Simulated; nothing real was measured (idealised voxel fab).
Title: Process Module voxel lift off
Section shown: cut. Width: 155 nm. Cell size: 5 nm, square.
When this document writes out a cross-section, it uses a grid of square cells and lists it as bands, beginning at the top and moving down, with a band standing for one or more rows of cells. Band entry format. Leading values: height of top, height of bottom, nm. Remainder: materials in left-to-right order, each with its width in nm. Special words: "full width" on a single material, which then fills the band edge to edge; "empty", empty space. The level at which height equals 0 is the one under which the wafer, as it arrives, is entirely one material. No lower edge exists for the bottom band, which continues downward and is notated as in "top 0, no bottom". Read "30->40" as a graded width: first number on top, second number at the bottom, same change between each pair of neighbouring rows. Take "nothing altered" at face value: in the step it is given for, the cross-section changed in none of its cells. Empty spaces counting at least 8 cells and having no open way to the top are listed in "Closed void listing". The notation width x height at distance is used for each, the distance being from the left edge and all three values in nm. Past the settings on a step's line: simulator remark, on that step. overlay nm: step with mask; distance mask lay right of planned place; negative value = left of planned place. Pairs follow: section before one process step, section after it down to the lowest changed band, step with settings underneath. Pairs may come from different runs of this module on the same starting wafer; continuity with the pair above only as stated in the "Before this step" entry.
BEFORE THIS STEP
top 0, no bottom | Si full width
Closed void listing: none
RESULTING STRUCTURE
top 5, bottom 0 | Al2O3 full width
Anything lower than 0 is untouched.
Closed void listing: none
Between before and after as drawn above: CONFORMAL_DEP,material Al2O3,thk nm 5
Before this step: unchanged from the after cross-section in the pair immediately above; refer to that figure.
RESULTING STRUCTURE
top 30, bottom 5 | resist 25 | empty 15 | resist 15 | empty 15 | resist 15 | empty 15 | resist 15 | empty 15 | resist 25
Anything lower than 5 is untouched.
Closed void listing: none
Between before and after as drawn above: PATTERN,tone open,mask id LINES,material resist,width nm 15,pitch nm 30,thk nm 25,overlay nm 0
Before this step: unchanged from the after cross-section in the pair immediately above; refer to that figure.
RESULTING STRUCTURE
top 45, bottom 30 | Ru 25 | empty 15 | Ru 15 | empty 15 | Ru 15 | empty 15 | Ru 15 | empty 15 | Ru 25
top 30, bottom 20 | resist 25 | empty 15 | resist 15 | empty 15 | resist 15 | empty 15 | resist 15 | empty 15 | resist 25
top 20, bottom 5 | resist 25 | Ru 15 | resist 15 | Ru 15 | resist 15 | Ru 15 | resist 15 | Ru 15 | resist 25
Anything lower than 5 is untouched.
Closed void listing: none
Between before and after as drawn above: DIRECTIONAL_DEP,material Ru,thk nm 15
Before this step: unchanged from the after cross-section in the pair immediately above; refer to that figure.
RESULTING STRUCTURE
top 20, bottom 5 | empty 25 | Ru 15 | empty 15 | Ru 15 | empty 15 | Ru 15 | empty 15 | Ru 15 | empty 25
Anything lower than 5 is untouched.
Closed void listing: none
Between before and after as drawn above: STRIP,etch materials resist
Before this step: unchanged from the after cross-section in the pair immediately above; refer to that figure.
RESULTING STRUCTURE
top 25, bottom 20 | empty 20 | SiO2 25 | empty 5 | SiO2 25 | empty 5 | SiO2 25 | empty 5 | SiO2 25 | empty 20
top 20, bottom 10 | empty 20 | SiO2 5 | Ru 15 | SiO2 5 | empty 5 | SiO2 5 | Ru 15 | SiO2 5 | empty 5 | SiO2 5 | Ru 15 | SiO2 5 | empty 5 | SiO2 5 | Ru 15 | SiO2 5 | empty 20
top 10, bottom 5 | SiO2 25 | Ru 15 | SiO2 15 | Ru 15 | SiO2 15 | Ru 15 | SiO2 15 | Ru 15 | SiO2 25
Anything lower than 5 is untouched.
Closed void listing: none
Between before and after as drawn above: CONFORMAL_DEP,material SiO2,thk nm 5
BEFORE THIS STEP
top 30, bottom 5 | resist 25 | empty 15 | resist 15 | empty 15 | resist 15 | empty 15 | resist 15 | empty 15 | resist 25
top 5, bottom 0 | Al2O3 full width
top 0, no bottom | Si full width
Closed void listing: none
RESULTING STRUCTURE
top 5, bottom 0 | Al2O3 full width
Anything lower than 0 is untouched.
Closed void listing: none
Between before and after as drawn above: STRIP,etch materials resist
Before this step: unchanged from the after cross-section in the pair immediately above; refer to that figure.
RESULTING STRUCTURE
top 10, bottom 5 | SiO2 full width
Anything lower than 5 is untouched.
Closed void listing: none
Between before and after as drawn above: CONFORMAL_DEP,material SiO2,thk nm 5
BEFORE THIS STEP
top 0, no bottom | Si full width
Closed void listing: none
RESULTING STRUCTURE
top 15, bottom 0 | Al2O3 full width
Anything lower than 0 is untouched.
Closed void listing: none
Between before and after as drawn above: CONFORMAL_DEP,material Al2O3,thk nm 15
Before this step: unchanged from the after cross-section in the pair immediately above; refer to that figure.
RESULTING STRUCTURE
top 40, bottom 15 | resist 25 | empty 15 | resist 15 | empty 15 | resist 15 | empty 15 | resist 15 | empty 15 | resist 25
Anything lower than 15 is untouched.
Closed void listing: none
Between before and after as drawn above: PATTERN,tone open,mask id LINES,material resist,width nm 15,pitch nm 30,thk nm 25,overlay nm 0
Before this step: unchanged from the after cross-section in the pair immediately above; refer to that figure.
RESULTING STRUCTURE
top 55, bottom 40 | Ru 25 | empty 15 | Ru 15 | empty 15 | Ru 15 | empty 15 | Ru 15 | empty 15 | Ru 25
top 40, bottom 30 | resist 25 | empty 15 | resist 15 | empty 15 | resist 15 | empty 15 | resist 15 | empty 15 | resist 25
top 30, bottom 15 | resist 25 | Ru 15 | resist 15 | Ru 15 | resist 15 | Ru 15 | resist 15 | Ru 15 | resist 25
Anything lower than 15 is untouched.
Closed void listing: none
Between before and after as drawn above: DIRECTIONAL_DEP,material Ru,thk nm 15
Before this step: unchanged from the after cross-section in the pair immediately above; refer to that figure.
RESULTING STRUCTURE
top 30, bottom 15 | empty 25 | Ru 15 | empty 15 | Ru 15 | empty 15 | Ru 15 | empty 15 | Ru 15 | empty 25
Anything lower than 15 is untouched.
Closed void listing: none
Between before and after as drawn above: STRIP,etch materials resist
Before this step: unchanged from the after cross-section in the pair immediately above; refer to that figure.
RESULTING STRUCTURE
top 35, bottom 30 | empty 20 | SiO2 25 | empty 5 | SiO2 25 | empty 5 | SiO2 25 | empty 5 | SiO2 25 | empty 20
top 30, bottom 20 | empty 20 | SiO2 5 | Ru 15 | SiO2 5 | empty 5 | SiO2 5 | Ru 15 | SiO2 5 | empty 5 | SiO2 5 | Ru 15 | SiO2 5 | empty 5 | SiO2 5 | Ru 15 | SiO2 5 | empty 20
top 20, bottom 15 | SiO2 25 | Ru 15 | SiO2 15 | Ru 15 | SiO2 15 | Ru 15 | SiO2 15 | Ru 15 | SiO2 25
Anything lower than 15 is untouched.
Closed void listing: none
Between before and after as drawn above: CONFORMAL_DEP,material SiO2,thk nm 5
BEFORE THIS STEP
top 5, bottom 0 | Al2O3 full width
top 0, no bottom | Si full width
Closed void listing: none
RESULTING STRUCTURE
top 30, bottom 5 | resist 35 | empty 15 | resist 15 | empty 15 | resist 15 | empty 15 | resist 15 | empty 15 | resist 15
Anything lower than 5 is untouched.
Closed void listing: none
Between before and after as drawn above: PATTERN,tone open,mask id LINES,material resist,width nm 15,pitch nm 30,thk nm 25,overlay nm 10
Before this step: unchanged from the after cross-section in the pair immediately above; refer to that figure.
RESULTING STRUCTURE
top 45, bottom 30 | Ru 35 | empty 15 | Ru 15 | empty 15 | Ru 15 | empty 15 | Ru 15 | empty 15 | Ru 15
top 30, bottom 20 | resist 35 | empty 15 | resist 15 | empty 15 | resist 15 | empty 15 | resist 15 | empty 15 | resist 15
top 20, bottom 5 | resist 35 | Ru 15 | resist 15 | Ru 15 | resist 15 | Ru 15 | resist 15 | Ru 15 | resist 15
Anything lower than 5 is untouched.
Closed void listing: none
Between before and after as drawn above: DIRECTIONAL_DEP,material Ru,thk nm 15
Before this step: unchanged from the after cross-section in the pair immediately above; refer to that figure.
RESULTING STRUCTURE
top 20, bottom 5 | empty 35 | Ru 15 | empty 15 | Ru 15 | empty 15 | Ru 15 | empty 15 | Ru 15 | empty 15
Anything lower than 5 is untouched.
Closed void listing: none
Between before and after as drawn above: STRIP,etch materials resist
Before this step: unchanged from the after cross-section in the pair immediately above; refer to that figure.
RESULTING STRUCTURE
top 25, bottom 20 | empty 30 | SiO2 25 | empty 5 | SiO2 25 | empty 5 | SiO2 25 | empty 5 | SiO2 25 | empty 10
top 20, bottom 10 | empty 30 | SiO2 5 | Ru 15 | SiO2 5 | empty 5 | SiO2 5 | Ru 15 | SiO2 5 | empty 5 | SiO2 5 | Ru 15 | SiO2 5 | empty 5 | SiO2 5 | Ru 15 | SiO2 5 | empty 10
top 10, bottom 5 | SiO2 35 | Ru 15 | SiO2 15 | Ru 15 | SiO2 15 | Ru 15 | SiO2 15 | Ru 15 | SiO2 15
Anything lower than 5 is untouched.
Closed void listing: none
Between before and after as drawn above: CONFORMAL_DEP,material SiO2,thk nm 5
BEFORE THIS STEP
top 30, bottom 5 | resist 25 | empty 15 | resist 15 | empty 15 | resist 15 | empty 15 | resist 15 | empty 15 | resist 25
top 5, bottom 0 | Al2O3 full width
top 0, no bottom | Si full width
Closed void listing: none
RESULTING STRUCTURE
top 45, bottom 30 | Al2O3 25 | empty 15 | Al2O3 15 | empty 15 | Al2O3 15 | empty 15 | Al2O3 15 | empty 15 | Al2O3 25
top 30, bottom 20 | resist 25 | empty 15 | resist 15 | empty 15 | resist 15 | empty 15 | resist 15 | empty 15 | resist 25
top 20, bottom 5 | resist 25 | Al2O3 15 | resist 15 | Al2O3 15 | resist 15 | Al2O3 15 | resist 15 | Al2O3 15 | resist 25
Anything lower than 5 is untouched.
Closed void listing: none
Between before and after as drawn above: DIRECTIONAL_DEP,material Al2O3,thk nm 15
Before this step: unchanged from the after cross-section in the pair immediately above; refer to that figure.
RESULTING STRUCTURE
top 20, bottom 5 | empty 25 | Al2O3 15 | empty 15 | Al2O3 15 | empty 15 | Al2O3 15 | empty 15 | Al2O3 15 | empty 25
Anything lower than 5 is untouched.
Closed void listing: none
Between before and after as drawn above: STRIP,etch materials resist
Before this step: unchanged from the after cross-section in the pair immediately above; refer to that figure.
RESULTING STRUCTURE
top 25, bottom 20 | empty 20 | SiO2 25 | empty 5 | SiO2 25 | empty 5 | SiO2 25 | empty 5 | SiO2 25 | empty 20
top 20, bottom 10 | empty 20 | SiO2 5 | Al2O3 15 | SiO2 5 | empty 5 | SiO2 5 | Al2O3 15 | SiO2 5 | empty 5 | SiO2 5 | Al2O3 15 | SiO2 5 | empty 5 | SiO2 5 | Al2O3 15 | SiO2 5 | empty 20
top 10, bottom 5 | SiO2 25 | Al2O3 15 | SiO2 15 | Al2O3 15 | SiO2 15 | Al2O3 15 | SiO2 15 | Al2O3 15 | SiO2 25
Anything lower than 5 is untouched.
Closed void listing: none
Between before and after as drawn above: CONFORMAL_DEP,material SiO2,thk nm 5
BEFORE THIS STEP
top 5, bottom 0 | Al2O3 full width
top 0, no bottom | Si full width
Closed void listing: none
RESULTING STRUCTURE
top 30, bottom 5 | empty 25 | resist 15 | empty 15 | resist 15 | empty 15 | resist 15 | empty 15 | resist 15 | empty 25
Anything lower than 5 is untouched.
Closed void listing: none
Between before and after as drawn above: PATTERN,tone cover,mask id LINES,material resist,width nm 15,pitch nm 30,thk nm 25,overlay nm 0
Before this step: unchanged from the after cross-section in the pair immediately above; refer to that figure.
RESULTING STRUCTURE
top 45, bottom 30 | empty 25 | Ru 15 | empty 15 | Ru 15 | empty 15 | Ru 15 | empty 15 | Ru 15 | empty 25
top 30, bottom 20 | empty 25 | resist 15 | empty 15 | resist 15 | empty 15 | resist 15 | empty 15 | resist 15 | empty 25
top 20, bottom 5 | Ru 25 | resist 15 | Ru 15 | resist 15 | Ru 15 | resist 15 | Ru 15 | resist 15 | Ru 25
Anything lower than 5 is untouched.
Closed void listing: none
Between before and after as drawn above: DIRECTIONAL_DEP,material Ru,thk nm 15
Before this step: unchanged from the after cross-section in the pair immediately above; refer to that figure.
RESULTING STRUCTURE
top 20, bottom 5 | Ru 25 | empty 15 | Ru 15 | empty 15 | Ru 15 | empty 15 | Ru 15 | empty 15 | Ru 25
Anything lower than 5 is untouched.
Closed void listing: none
Between before and after as drawn above: STRIP,etch materials resist
Before this step: unchanged from the after cross-section in the pair immediately above; refer to that figure.
RESULTING STRUCTURE
top 25, bottom 20 | SiO2 30 | empty 5 | SiO2 25 | empty 5 | SiO2 25 | empty 5 | SiO2 25 | empty 5 | SiO2 30
top 20, bottom 10 | Ru 25 | SiO2 5 | empty 5 | SiO2 5 | Ru 15 | SiO2 5 | empty 5 | SiO2 5 | Ru 15 | SiO2 5 | empty 5 | SiO2 5 | Ru 15 | SiO2 5 | empty 5 | SiO2 5 | Ru 25
top 10, bottom 5 | Ru 25 | SiO2 15 | Ru 15 | SiO2 15 | Ru 15 | SiO2 15 | Ru 15 | SiO2 15 | Ru 25
Anything lower than 5 is untouched.
Closed void listing: none
Between before and after as drawn above: CONFORMAL_DEP,material SiO2,thk nm 5
